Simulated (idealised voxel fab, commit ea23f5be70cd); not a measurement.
process module | voxel gate over fins
cross-section cut | 235 nm wide | cells 5 nm
A cross-section is a grid of square cells, given in bands from the top down. A band is one or more rows of cells.
Each band's line starts with the height of the band's top and of its bottom, in nm. Then come its materials from left to right, each with its width in nm. One material with "throughout" fills the band from edge to edge. "air" is empty space.
Height 0 is the level under which the wafer as received is all one material. The lowest band goes on downwards, as in "0 down".
A width such as "30 to 40" changes by the same amount from each row of cells to the next, from the band's top row to its bottom row.
"no change" after a step means that no cell of the cross-section changed.
closed voids: empty space of 8 cells or more with no open way to the top, each as width x height at its distance from the left edge, in nm
after a step's settings: what the simulator itself notes on the step
overlay nm, on a step with a mask: how far to the right of its planned place the mask lay; to the left if negative
plan
1 op RECEIVE | material Si
2 op CONFORMAL_DEP | material SiN | thk nm 10
3 op MASKED_ETCH | tone cover | mask id FINS | width nm 15 | pitch nm 35 | etch materials SiN | depth nm 10 | overlay nm 0
4 op MASKED_ETCH | tone cover | mask id FINS | width nm 15 | pitch nm 35 | etch materials Si | depth nm 35 | overlay nm 0
5 op FILL_DEP | material SiO2 | thk nm 15
6 op CMP | height nm 10
7 op SELECTIVE_ETCH | etch materials SiO2 | depth nm 20
8 op STRIP | etch materials SiN
9 op CONFORMAL_DEP | material HfO2 | thk nm 5
10 op CONFORMAL_DEP | material TiN | thk nm 5
11 op FILL_DEP | material W | thk nm 15
12 op CMP | height nm 20
13 op CONFORMAL_DEP | material SiCN | thk nm 5
as received, after step 1
  0 down: Si throughout
  closed voids: none
a wafer at the end: this start, this plan, one mistake
  25 to 20: SiCN throughout
  20 to 10: W throughout
  10 to 5: W 80 | TiN 70 | W 85
  5 to 0: W 80 | TiN 5 | HfO2 25 | TiN 10 | HfO2 25 | TiN 5 | W 85
  0 to -5: TiN 85 | HfO2 5 | Si 15 | HfO2 5 | TiN 10 | HfO2 5 | Si 15 | HfO2 5 | TiN 90
  -5 to -10: HfO2 90 | Si 15 | HfO2 20 | Si 15 | HfO2 95
  -10 to -70: SiO2 90 | Si 15 | SiO2 20 | Si 15 | SiO2 95
  -70 down: Si throughout
  closed voids: none
what went wrong: step 4 was run twice
